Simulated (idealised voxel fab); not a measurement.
process module | voxel released beams
cross-section cut | 250 nm wide | cells 5 nm
A cross-section is a grid of square cells, given in bands from the top down. A band is one or more rows of cells.
Each band's line starts with the height of the band's top and of its bottom, in nm. Then come its materials from left to right, each with its width in nm. One material with "throughout" fills the band from edge to edge. "air" is empty space.
Height 0 is the level under which the wafer as received is all one material. The lowest band goes on downwards, as in "0 down".
A width such as "30 to 40" changes by the same amount from each row of cells to the next, from the band's top row to its bottom row.
"no change" after a step means that no cell of the cross-section changed.
closed voids: empty space of 8 cells or more with no open way to the top, each as width x height at its distance from the left edge, in nm
after a step's settings: what the simulator itself notes on the step
overlay nm, on a step with a mask: how far to the right of its planned place the mask lay; to the left if negative
plan
1 op RECEIVE | material Si
2 op CONFORMAL_DEP | material Al2O3 | thk nm 10
3 op DIRECTIONAL_DEP | material SiO2 | thk nm 15
4 op MASKED_ETCH | tone open | mask id ANCHOR | width nm 25 | etch materials SiO2 | depth nm 15 | overlay nm 0
5 op CONFORMAL_DEP | material W | thk nm 10
6 op DIRECTIONAL_DEP | material aC | thk nm 15
7 op PATTERN | tone cover | mask id BEAM | material resist | width nm 110 | thk nm 30 | overlay nm 0
8 op DIRECTIONAL_ETCH | etch materials aC | depth nm 15
9 op STRIP | etch materials resist
10 op DIRECTIONAL_ETCH | etch materials W | depth nm 10
11 op STRIP | etch materials aC
12 op STRIP | etch materials SiO2
first wafer, as planned
as received, after step 1
  0 down: Si throughout
  closed voids: none
after step 2
  10 to 0: Al2O3 throughout
  below 0: unchanged
after step 3
  25 to 10: SiO2 throughout
  below 10: unchanged
after step 4
  25 to 10: SiO2 70 | air 25 | SiO2 155
  below 10: unchanged
after step 5
  35 to 25: W 80 | air 5 | W 165
  25 to 20: SiO2 70 | W 10 | air 5 | W 10 | SiO2 155
  20 to 10: SiO2 70 | W 25 | SiO2 155
  below 10: unchanged
after step 6
  50 to 35: aC 80 | air 5 | aC 165
  35 to 25: W 80 | aC 5 | W 165
  25 to 20: SiO2 70 | W 10 | aC 5 | W 10 | SiO2 155
  below 20: unchanged
after step 7
  80 to 50: air 65 | resist 110 | air 75
  50 to 35: aC 80 | resist 5 | aC 165
  below 35: unchanged
after step 8
  65 to 50: air 65 | resist 110 | air 75
  50 to 35: air 65 | aC 15 | resist 5 | aC 90 | air 75
  below 35: unchanged
after step 9
  50 to 35: air 65 | aC 15 | air 5 | aC 90 | air 75
  below 35: unchanged
after step 10
  50 to 35: air 65 | aC 15 | air 5 | aC 90 | air 75
  35 to 25: air 65 | W 15 | aC 5 | W 90 | air 75
  below 25: unchanged
after step 11
  35 to 25: air 65 | W 15 | air 5 | W 90 | air 75
  25 to 20: SiO2 70 | W 10 | air 5 | W 10 | SiO2 155
  below 20: unchanged
after step 12
  35 to 25: air 65 | W 15 | air 5 | W 90 | air 75
  25 to 20: air 70 | W 10 | air 5 | W 10 | air 155
  20 to 10: air 70 | W 25 | air 155
  below 10: unchanged
second wafer: like start, like plan, one mistake. Through step 11 it matches the first wafer
when step 12 should have ended
  35 to 25: air 65 | W 15 | air 5 | W 90 | air 75
  25 to 20: air 70 | W 10 | air 5 | W 10 | air 155
  20 to 10: air 70 | W 25 | air 155
  below 10: unchanged
what went wrong: step 12 was run twice
at the end the two cross-sections are the same: no effect in what this model computes
